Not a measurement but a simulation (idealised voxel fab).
process module | voxel self aligned contacts
cross-section cut | 200 nm wide | cells 5 nm
A cross-section is a grid of square cells, given in bands from the top down. A band is one or more rows of cells.
Each band's line starts with the height of the band's top and of its bottom, in nm. Then come its materials from left to right, each with its width in nm. One material with "throughout" fills the band from edge to edge. "air" is empty space.
Height 0 is the level under which the wafer as received is all one material. The lowest band goes on downwards, as in "0 down".
A width such as "30 to 40" changes by the same amount from each row of cells to the next, from the band's top row to its bottom row.
"no change" after a step means that no cell of the cross-section changed.
closed voids: empty space of 8 cells or more with no open way to the top, each as width x height at its distance from the left edge, in nm
after a step's settings: what the simulator itself notes on the step
overlay nm, on a step with a mask: how far to the right of its planned place the mask lay; to the left if negative
plan
1 op RECEIVE | material Si
2 op OXIDIZE | depth nm 5
3 op DIRECTIONAL_DEP | material polySi | thk nm 20
4 op DIRECTIONAL_DEP | material SiN | thk nm 25
5 op DIRECTIONAL_DEP | material aC | thk nm 10
6 op PATTERN | tone cover | mask id GATE | material resist | width nm 30 | pitch nm 65 | thk nm 30 | overlay nm 0
7 op DIRECTIONAL_ETCH | etch materials aC | depth nm 10
8 op STRIP | etch materials resist
9 op DIRECTIONAL_ETCH | etch materials SiN | depth nm 25
10 op DIRECTIONAL_ETCH | etch materials polySi | depth nm 20
11 op STRIP | etch materials aC
12 op CONFORMAL_DEP | material SiN | thk nm 10
13 op DIRECTIONAL_ETCH | etch materials SiN | depth nm 10
14 op FILL_DEP | material SiO2 | thk nm 20
15 op CMP | height nm 55
16 op MASKED_ETCH | tone open | mask id CONTACT | width nm 45 | pitch nm 65 | etch materials SiO2 | depth nm 60 | overlay nm 0
17 op CONFORMAL_DEP | material TiN | thk nm 5
18 op FILL_DEP | material Ru | thk nm 10
19 op CMP | height nm 55
20 op CONFORMAL_DEP | material SiN | thk nm 5
first wafer, as planned
as received, after step 1
  0 down: Si throughout
  closed voids: none
after step 2
  0 to -5: SiO2 throughout
  below -5: unchanged
after step 3
  20 to 0: polySi throughout
  below 0: unchanged
after step 4
  45 to 20: SiN throughout
  below 20: unchanged
after step 5
  55 to 45: aC throughout
  below 45: unchanged
after step 6
  85 to 55: air 20 | resist 30 | air 35 | resist 30 | air 35 | resist 30 | air 20
  below 55: unchanged
after step 7
  75 to 55: air 20 | resist 30 | air 35 | resist 30 | air 35 | resist 30 | air 20
  55 to 45: air 20 | aC 30 | air 35 | aC 30 | air 35 | aC 30 | air 20
  below 45: unchanged
after step 8
  55 to 45: air 20 | aC 30 | air 35 | aC 30 | air 35 | aC 30 | air 20
  below 45: unchanged
after step 9
  55 to 45: air 20 | aC 30 | air 35 | aC 30 | air 35 | aC 30 | air 20
  45 to 20: air 20 | SiN 30 | air 35 | SiN 30 | air 35 | SiN 30 | air 20
  below 20: unchanged
after step 10
  55 to 45: air 20 | aC 30 | air 35 | aC 30 | air 35 | aC 30 | air 20
  45 to 20: air 20 | SiN 30 | air 35 | SiN 30 | air 35 | SiN 30 | air 20
  20 to 0: air 20 | polySi 30 | air 35 | polySi 30 | air 35 | polySi 30 | air 20
  below 0: unchanged
after step 11
  45 to 20: air 20 | SiN 30 | air 35 | SiN 30 | air 35 | SiN 30 | air 20
  below 20: unchanged
after step 12
  55 to 20: air 10 | SiN 50 | air 15 | SiN 50 | air 15 | SiN 50 | air 10
  20 to 10: air 10 | SiN 10 | polySi 30 | SiN 10 | air 15 | SiN 10 | polySi 30 | SiN 10 | air 15 | SiN 10 | polySi 30 | SiN 10 | air 10
  10 to 0: SiN 20 | polySi 30 | SiN 35 | polySi 30 | SiN 35 | polySi 30 | SiN 20
  below 0: unchanged
after step 13
  45 to 20: air 10 | SiN 50 | air 15 | SiN 50 | air 15 | SiN 50 | air 10
  20 to 0: air 10 | SiN 10 | polySi 30 | SiN 10 | air 15 | SiN 10 | polySi 30 | SiN 10 | air 15 | SiN 10 | polySi 30 | SiN 10 | air 10
  below 0: unchanged
after step 14
  65 to 45: SiO2 throughout
  45 to 20: SiO2 10 | SiN 50 | SiO2 15 | SiN 50 | SiO2 15 | SiN 50 | SiO2 10
  20 to 0: SiO2 10 | SiN 10 | polySi 30 | SiN 10 | SiO2 15 | SiN 10 | polySi 30 | SiN 10 | SiO2 15 | SiN 10 | polySi 30 | SiN 10 | SiO2 10
  below 0: unchanged
after step 15
  55 to 45: SiO2 throughout
  below 45: unchanged
after step 16
  55 to 45: SiO2 45 | air 45 | SiO2 20 | air 45 | SiO2 45
  45 to 20: SiO2 10 | SiN 50 | air 15 | SiN 50 | air 15 | SiN 50 | SiO2 10
  20 to 0: SiO2 10 | SiN 10 | polySi 30 | SiN 10 | air 15 | SiN 10 | polySi 30 | SiN 10 | air 15 | SiN 10 | polySi 30 | SiN 10 | SiO2 10
  0 to -5: SiO2 60 | air 15 | SiO2 50 | air 15 | SiO2 60
  below -5: unchanged
after step 17
  60 to 55: TiN 50 | air 35 | TiN 30 | air 35 | TiN 50
  55 to 45: SiO2 45 | TiN 5 to 20 | air 35 to 5 | TiN 5 to 20 | SiO2 20 | TiN 5 to 20 | air 35 to 5 | TiN 5 to 20 | SiO2 45
  45 to 20: SiO2 10 | SiN 50 | TiN 5 | air 5 | TiN 5 | SiN 50 | TiN 5 | air 5 | TiN 5 | SiN 50 | SiO2 10
  20 to 0: SiO2 10 | SiN 10 | polySi 30 | SiN 10 | TiN 5 | air 5 | TiN 5 | SiN 10 | polySi 30 | SiN 10 | TiN 5 | air 5 | TiN 5 | SiN 10 | polySi 30 | SiN 10 | SiO2 10
  0 to -5: SiO2 60 | TiN 15 | SiO2 50 | TiN 15 | SiO2 60
  below -5: unchanged
after step 18
  70 to 60: Ru throughout
  60 to 55: TiN 50 | Ru 35 | TiN 30 | Ru 35 | TiN 50
  55 to 45: SiO2 45 | TiN 5 to 20 | Ru 35 to 5 | TiN 5 to 20 | SiO2 20 | TiN 5 to 20 | Ru 35 to 5 | TiN 5 to 20 | SiO2 45
  45 to 20: SiO2 10 | SiN 50 | TiN 5 | Ru 5 | TiN 5 | SiN 50 | TiN 5 | Ru 5 | TiN 5 | SiN 50 | SiO2 10
  20 to 0: SiO2 10 | SiN 10 | polySi 30 | SiN 10 | TiN 5 | Ru 5 | TiN 5 | SiN 10 | polySi 30 | SiN 10 | TiN 5 | Ru 5 | TiN 5 | SiN 10 | polySi 30 | SiN 10 | SiO2 10
  below 0: unchanged
after step 19
  55 to 45: SiO2 45 | TiN 5 to 20 | Ru 35 to 5 | TiN 5 to 20 | SiO2 20 | TiN 5 to 20 | Ru 35 to 5 | TiN 5 to 20 | SiO2 45
  below 45: unchanged
after step 20
  60 to 55: SiN throughout
  below 55: unchanged
second wafer: like start, like plan, one mistake. Through step 5 it matches the first wafer
when step 6 should have ended
  85 to 55: air 20 | resist 35 | air 30 | resist 35 | air 30 | resist 35 | air 15
  below 55: unchanged
when step 7 should have ended
  75 to 55: air 20 | resist 35 | air 30 | resist 35 | air 30 | resist 35 | air 15
  55 to 45: air 20 | aC 35 | air 30 | aC 35 | air 30 | aC 35 | air 15
  below 45: unchanged
when step 8 should have ended
  55 to 45: air 20 | aC 35 | air 30 | aC 35 | air 30 | aC 35 | air 15
  below 45: unchanged
when step 9 should have ended
  55 to 45: air 20 | aC 35 | air 30 | aC 35 | air 30 | aC 35 | air 15
  45 to 20: air 20 | SiN 35 | air 30 | SiN 35 | air 30 | SiN 35 | air 15
  below 20: unchanged
when step 10 should have ended
  55 to 45: air 20 | aC 35 | air 30 | aC 35 | air 30 | aC 35 | air 15
  45 to 20: air 20 | SiN 35 | air 30 | SiN 35 | air 30 | SiN 35 | air 15
  20 to 0: air 20 | polySi 35 | air 30 | polySi 35 | air 30 | polySi 35 | air 15
  below 0: unchanged
when step 11 should have ended
  45 to 20: air 20 | SiN 35 | air 30 | SiN 35 | air 30 | SiN 35 | air 15
  below 20: unchanged
when step 12 should have ended
  55 to 20: air 10 | SiN 55 | air 10 | SiN 55 | air 10 | SiN 55 | air 5
  20 to 10: air 10 | SiN 10 | polySi 35 | SiN 10 | air 10 | SiN 10 | polySi 35 | SiN 10 | air 10 | SiN 10 | polySi 35 | SiN 10 | air 5
  10 to 0: SiN 20 | polySi 35 | SiN 30 | polySi 35 | SiN 30 | polySi 35 | SiN 15
  below 0: unchanged
when step 13 should have ended
  45 to 20: air 10 | SiN 55 | air 10 | SiN 55 | air 10 | SiN 55 | air 5
  20 to 0: air 10 | SiN 10 | polySi 35 | SiN 10 | air 10 | SiN 10 | polySi 35 | SiN 10 | air 10 | SiN 10 | polySi 35 | SiN 10 | air 5
  below 0: unchanged
when step 14 should have ended
  65 to 45: SiO2 throughout
  45 to 20: SiO2 10 | SiN 55 | SiO2 10 | SiN 55 | SiO2 10 | SiN 55 | SiO2 5
  20 to 0: SiO2 10 | SiN 10 | polySi 35 | SiN 10 | SiO2 10 | SiN 10 | polySi 35 | SiN 10 | SiO2 10 | SiN 10 | polySi 35 | SiN 10 | SiO2 5
  below 0: unchanged
when step 15 should have ended
  55 to 45: SiO2 throughout
  below 45: unchanged
when step 16 should have ended
  55 to 45: SiO2 45 | air 45 | SiO2 20 | air 45 | SiO2 45
  45 to 20: SiO2 10 | SiN 55 | air 10 | SiN 55 | air 10 | SiN 55 | SiO2 5
  20 to 0: SiO2 10 | SiN 10 | polySi 35 | SiN 10 | air 10 | SiN 10 | polySi 35 | SiN 10 | air 10 | SiN 10 | polySi 35 | SiN 10 | SiO2 5
  0 to -5: SiO2 65 | air 10 | SiO2 55 | air 10 | SiO2 60
  below -5: unchanged
when step 17 should have ended
  60 to 55: TiN 50 | air 35 | TiN 30 | air 35 | TiN 50
  55 to 50: SiO2 45 | TiN 5 | air 35 | TiN 5 | SiO2 20 | TiN 5 | air 35 | TiN 5 | SiO2 45
  50 to 45: SiO2 45 | TiN 45 | SiO2 20 | TiN 45 | SiO2 45
  45 to 20: SiO2 10 | SiN 55 | TiN 10 | SiN 55 | TiN 10 | SiN 55 | SiO2 5
  20 to 0: SiO2 10 | SiN 10 | polySi 35 | SiN 10 | TiN 10 | SiN 10 | polySi 35 | SiN 10 | TiN 10 | SiN 10 | polySi 35 | SiN 10 | SiO2 5
  0 to -5: SiO2 65 | TiN 10 | SiO2 55 | TiN 10 | SiO2 60
  below -5: unchanged
when step 18 should have ended
  70 to 60: Ru throughout
  60 to 55: TiN 50 | Ru 35 | TiN 30 | Ru 35 | TiN 50
  55 to 50: SiO2 45 | TiN 5 | Ru 35 | TiN 5 | SiO2 20 | TiN 5 | Ru 35 | TiN 5 | SiO2 45
  below 50: unchanged
when step 19 should have ended
  55 to 50: SiO2 45 | TiN 5 | Ru 35 | TiN 5 | SiO2 20 | TiN 5 | Ru 35 | TiN 5 | SiO2 45
  below 50: unchanged
when step 20 should have ended
  60 to 55: SiN throughout
  below 55: unchanged
what went wrong: step 6 ran as: op PATTERN | tone cover | mask id GATE | material resist | width nm 35 | pitch nm 65 | thk nm 30 | overlay nm 0
at the end the second wafer has, in cells: 20 fewer of Ru | 15 more of SiN | 7 fewer of SiO2 | 12 more of polySi
